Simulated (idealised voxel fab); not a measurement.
process module | voxel ribs on slabs
cross-section cut | 140 nm wide | cells 5 nm
A cross-section is a grid of square cells, given in bands from the top down. A band is one or more rows of cells.
Each band's line starts with the height of the band's top and of its bottom, in nm. Then come its materials from left to right, each with its width in nm. One material with "throughout" fills the band from edge to edge. "air" is empty space.
Height 0 is the level under which the wafer as received is all one material. The lowest band goes on downwards, as in "0 down".
A width such as "30 to 40" changes by the same amount from each row of cells to the next, from the band's top row to its bottom row.
"no change" after a step means that no cell of the cross-section changed.
closed voids: empty space of 8 cells or more with no open way to the top, each as width x height at its distance from the left edge, in nm
after a step's settings: what the simulator itself notes on the step
overlay nm, on a step with a mask: how far to the right of its planned place the mask lay; to the left if negative
plan
1 op RECEIVE | material Si
2 op DIRECTIONAL_DEP | material SiO2 | thk nm 25
3 op DIRECTIONAL_DEP | material polySi | thk nm 15
4 op DIRECTIONAL_DEP | material aC | thk nm 10
5 op PATTERN | tone cover | mask id RIB | material resist | width nm 25 | thk nm 30 | overlay nm 0
6 op DIRECTIONAL_ETCH | etch materials aC | depth nm 10
7 op STRIP | etch materials resist
8 op DIRECTIONAL_ETCH | etch materials polySi | depth nm 10
9 op STRIP | etch materials aC
10 op DIRECTIONAL_DEP | material aC | thk nm 10
11 op PATTERN | tone cover | mask id SLAB | material resist | width nm 65 | thk nm 30 | overlay nm 0
12 op DIRECTIONAL_ETCH | etch materials aC | depth nm 10
13 op STRIP | etch materials resist
14 op DIRECTIONAL_ETCH | etch materials polySi | depth nm 5
15 op STRIP | etch materials aC
16 op FILL_DEP | material SiO2 | thk nm 25
17 op CMP | height nm 60
18 op DIRECTIONAL_DEP | material TiN | thk nm 10
19 op DIRECTIONAL_DEP | material aC | thk nm 10
20 op PATTERN | tone cover | mask id HEATER | material resist | width nm 35 | thk nm 25 | overlay nm 0
21 op DIRECTIONAL_ETCH | etch materials aC | depth nm 10
22 op STRIP | etch materials resist
23 op DIRECTIONAL_ETCH | etch materials TiN | depth nm 10
24 op STRIP | etch materials aC
25 op CONFORMAL_DEP | material SiO2 | thk nm 10
first wafer, as planned
as received, after step 1
  0 down: Si throughout
  closed voids: none
after step 2
  25 to 0: SiO2 throughout
  below 0: unchanged
after step 3
  40 to 25: polySi throughout
  below 25: unchanged
after step 4
  50 to 40: aC throughout
  below 40: unchanged
after step 5
  80 to 50: air 55 | resist 25 | air 60
  below 50: unchanged
after step 6
  70 to 50: air 55 | resist 25 | air 60
  50 to 40: air 55 | aC 25 | air 60
  below 40: unchanged
after step 7
  50 to 40: air 55 | aC 25 | air 60
  below 40: unchanged
after step 8
  50 to 40: air 55 | aC 25 | air 60
  40 to 30: air 55 | polySi 25 | air 60
  below 30: unchanged
after step 9
  40 to 30: air 55 | polySi 25 | air 60
  below 30: unchanged
after step 10
  50 to 40: air 55 | aC 25 | air 60
  40 to 30: aC 55 | polySi 25 | aC 60
  below 30: unchanged
after step 11
  80 to 50: air 35 | resist 65 | air 40
  50 to 40: air 35 | resist 20 | aC 25 | resist 20 | air 40
  below 40: unchanged
after step 12
  70 to 50: air 35 | resist 65 | air 40
  50 to 40: air 35 | resist 20 | aC 25 | resist 20 | air 40
  40 to 30: air 35 | aC 20 | polySi 25 | aC 20 | air 40
  below 30: unchanged
after step 13
  50 to 40: air 55 | aC 25 | air 60
  below 40: unchanged
after step 14
  50 to 40: air 55 | aC 25 | air 60
  40 to 30: air 35 | aC 20 | polySi 25 | aC 20 | air 40
  30 to 25: air 35 | polySi 65 | air 40
  below 25: unchanged
after step 15
  40 to 30: air 55 | polySi 25 | air 60
  below 30: unchanged
after step 16
  65 to 40: SiO2 throughout
  40 to 30: SiO2 55 | polySi 25 | SiO2 60
  30 to 25: SiO2 35 | polySi 65 | SiO2 40
  below 25: unchanged
after step 17
  60 to 40: SiO2 throughout
  below 40: unchanged
after step 18
  70 to 60: TiN throughout
  below 60: unchanged
after step 19
  80 to 70: aC throughout
  below 70: unchanged
after step 20
  105 to 80: air 50 | resist 35 | air 55
  below 80: unchanged
after step 21
  95 to 80: air 50 | resist 35 | air 55
  80 to 70: air 50 | aC 35 | air 55
  below 70: unchanged
after step 22
  80 to 70: air 50 | aC 35 | air 55
  below 70: unchanged
after step 23
  80 to 70: air 50 | aC 35 | air 55
  70 to 60: air 50 | TiN 35 | air 55
  below 60: unchanged
after step 24
  70 to 60: air 50 | TiN 35 | air 55
  below 60: unchanged
after step 25
  80 to 70: air 40 | SiO2 55 | air 45
  70 to 60: SiO2 50 | TiN 35 | SiO2 55
  below 60: unchanged
second wafer: like start, like plan, one mistake. Through step 3 it matches the first wafer
when step 4 should have ended
  50 to 40: SiO2 throughout
  below 40: unchanged
when step 5 should have ended
  80 to 50: air 55 | resist 25 | air 60
  below 50: unchanged
when step 6 should have ended
  70 to 50: air 55 | resist 25 | air 60
  below 50: unchanged
when step 7 should have ended
  50 to 40: SiO2 throughout
  below 40: unchanged
when step 8 should have ended: no change
when step 9 should have ended: no change
when step 10 should have ended
  60 to 50: aC throughout
  below 50: unchanged
when step 11 should have ended
  90 to 60: air 35 | resist 65 | air 40
  below 60: unchanged
when step 12 should have ended
  80 to 60: air 35 | resist 65 | air 40
  60 to 50: air 35 | aC 65 | air 40
  below 50: unchanged
when step 13 should have ended
  60 to 50: air 35 | aC 65 | air 40
  below 50: unchanged
when step 14 should have ended: no change
when step 15 should have ended
  50 to 40: SiO2 throughout
  below 40: unchanged
when step 16 should have ended
  75 to 40: SiO2 throughout
  below 40: unchanged
when step 17 should have ended
  60 to 40: SiO2 throughout
  below 40: unchanged
when step 18 should have ended
  70 to 60: TiN throughout
  below 60: unchanged
when step 19 should have ended
  80 to 70: aC throughout
  below 70: unchanged
when step 20 should have ended
  105 to 80: air 50 | resist 35 | air 55
  below 80: unchanged
when step 21 should have ended
  95 to 80: air 50 | resist 35 | air 55
  80 to 70: air 50 | aC 35 | air 55
  below 70: unchanged
when step 22 should have ended
  80 to 70: air 50 | aC 35 | air 55
  below 70: unchanged
when step 23 should have ended
  80 to 70: air 50 | aC 35 | air 55
  70 to 60: air 50 | TiN 35 | air 55
  below 60: unchanged
when step 24 should have ended
  70 to 60: air 50 | TiN 35 | air 55
  below 60: unchanged
when step 25 should have ended
  80 to 70: air 40 | SiO2 55 | air 45
  70 to 60: SiO2 50 | TiN 35 | SiO2 55
  below 60: unchanged
what went wrong: step 4 ran as: op DIRECTIONAL_DEP | material SiO2 | thk nm 10
at the end the second wafer has, in cells: 61 fewer of SiO2 | 61 more of polySi
